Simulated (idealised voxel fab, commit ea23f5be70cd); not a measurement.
process module | voxel transistor to metal
cross-section cut | 215 nm wide | cells 5 nm
A cross-section is a grid of square cells, given in bands from the top down. A band is one or more rows of cells.
Each band's line starts with the height of the band's top and of its bottom, in nm. Then come its materials from left to right, each with its width in nm. One material with "throughout" fills the band from edge to edge. "air" is empty space.
Height 0 is the level under which the wafer as received is all one material. The lowest band goes on downwards, as in "0 down".
A width such as "30 to 40" changes by the same amount from each row of cells to the next, from the band's top row to its bottom row.
"no change" after a step means that no cell of the cross-section changed.
closed voids: empty space of 8 cells or more with no open way to the top, each as width x height at its distance from the left edge, in nm
after a step's settings: what the simulator itself notes on the step
overlay nm, on a step with a mask: how far to the right of its planned place the mask lay; to the left if negative
plan
1 op RECEIVE | material Si
2 op CONFORMAL_DEP | material SiO2 | thk nm 5
3 op CONFORMAL_DEP | material SiN | thk nm 15
4 op PATTERN | tone cover | mask id ACTIVE | material resist | width nm 110 | thk nm 15 | overlay nm 0
5 op DIRECTIONAL_ETCH | etch materials SiN | depth nm 15
6 op DIRECTIONAL_ETCH | etch materials SiO2 | depth nm 5
7 op DIRECTIONAL_ETCH | etch materials Si | depth nm 20
8 op STRIP | etch materials resist
9 op OXIDIZE | depth nm 5
10 op FILL_DEP | material SiO2 | thk nm 15
11 op CMP | height nm 20
12 op SELECTIVE_ETCH | etch materials SiO2 | depth nm 10
13 op STRIP | etch materials SiN
14 op SELECTIVE_ETCH | etch materials SiO2 | depth nm 5
15 op OXIDIZE | depth nm 5
16 op DIRECTIONAL_DEP | material polySi | thk nm 25
17 op DIRECTIONAL_DEP | material SiCN | thk nm 10
18 op MASKED_ETCH | tone cover | mask id GATE | width nm 20 | etch materials SiCN | depth nm 20 | overlay nm 0
19 op MASKED_ETCH | tone cover | mask id GATE | width nm 20 | etch materials polySi | depth nm 35 | overlay nm 0
20 op CONFORMAL_DEP | material SiO2 | thk nm 5
21 op DIRECTIONAL_ETCH | etch materials SiO2 | depth nm 5
22 op CONFORMAL_DEP | material SiN | thk nm 5
23 op DIRECTIONAL_ETCH | etch materials SiN | depth nm 5
24 op DIRECTIONAL_ETCH | etch materials SiO2 | depth nm 5
25 op DIRECTIONAL_ETCH | etch materials Si | depth nm 10
26 op EPI | material SiGe | thk nm 15
27 op FILL_DEP | material SiO2 | thk nm 5
28 op CMP | height nm 35
29 op DIRECTIONAL_DEP | material SiO2 | thk nm 15
30 op DIRECTIONAL_DEP | material aC | thk nm 10
31 op PATTERN | tone open | mask id CONTACT | material resist | width nm 20 | pitch nm 70 | thk nm 30 | overlay nm 0
32 op DIRECTIONAL_ETCH | etch materials aC | depth nm 10
33 op STRIP | etch materials resist
34 op DIRECTIONAL_ETCH | etch materials SiO2 | depth nm 50
35 op STRIP | etch materials aC
36 op CONFORMAL_DEP | material TiN | thk nm 5
37 op FILL_DEP | material W | thk nm 10
38 op CMP | height nm 50
39 op DIRECTIONAL_DEP | material TiN | thk nm 5
40 op DIRECTIONAL_DEP | material Ru | thk nm 25
41 op DIRECTIONAL_DEP | material aC | thk nm 15
42 op PATTERN | tone cover | mask id METAL_1 | material resist | width nm 20 | pitch nm 70 | thk nm 35 | overlay nm 0
43 op DIRECTIONAL_ETCH | etch materials aC | depth nm 15
44 op STRIP | etch materials resist
45 op DIRECTIONAL_ETCH | etch materials Ru | depth nm 25
46 op DIRECTIONAL_ETCH | etch materials TiN | depth nm 5
47 op STRIP | etch materials aC
48 op FILL_DEP | material lowk | thk nm 10
49 op CMP | height nm 80
50 op CONFORMAL_DEP | material SiCN | thk nm 5
as received, after step 1
  0 down: Si throughout
  closed voids: none
a wafer at the end: this start, this plan, one mistake
  85 to 80: SiCN throughout
  80 to 55: lowk 60 | Ru 20 | lowk 50 | Ru 20 | lowk 65
  55 to 50: lowk 60 | TiN 20 | lowk 50 | TiN 20 | lowk 65
  50 to 35: SiO2 60 | TiN 5 | W 10 | TiN 5 | SiO2 50 | TiN 5 | W 10 | TiN 5 | SiO2 65
  35 to 30: SiO2 60 | TiN 5 | W 10 | TiN 5 | SiO2 5 | SiN 5 | SiO2 5 | SiCN 20 | SiO2 5 | SiN 5 | SiO2 5 | TiN 5 | W 10 | TiN 5 | SiO2 65
  30 to 25: SiO2 60 | TiN 20 | SiO2 5 | SiN 5 | SiO2 5 | SiCN 20 | SiO2 5 | SiN 5 | SiO2 5 | TiN 20 | SiO2 65
  25 to 15: SiO2 55 | SiGe 30 | SiN 5 | SiO2 5 | polySi 20 | SiO2 5 | SiN 5 | SiGe 30 | SiO2 60
  15 to 5: SiO2 45 | SiGe 40 | SiN 5 | SiO2 5 | polySi 20 | SiO2 5 | SiN 5 | SiGe 40 | SiO2 50
  5 to 0: SiO2 45 | SiGe 5 | SiN 5 | SiGe 30 | SiN 5 | SiO2 5 | polySi 20 | SiO2 5 | SiN 5 | SiGe 30 | SiN 5 | SiGe 5 | SiO2 50
  0 to -5: SiO2 55 | SiGe 30 | SiO2 40 | SiGe 30 | SiO2 60
  -5 to -15: SiO2 55 | SiGe 30 | Si 40 | SiGe 30 | SiO2 60
  -15 to -25: SiO2 55 | Si 100 | SiO2 60
  -25 down: Si throughout
  closed voids: none
what went wrong: step 26 was run twice
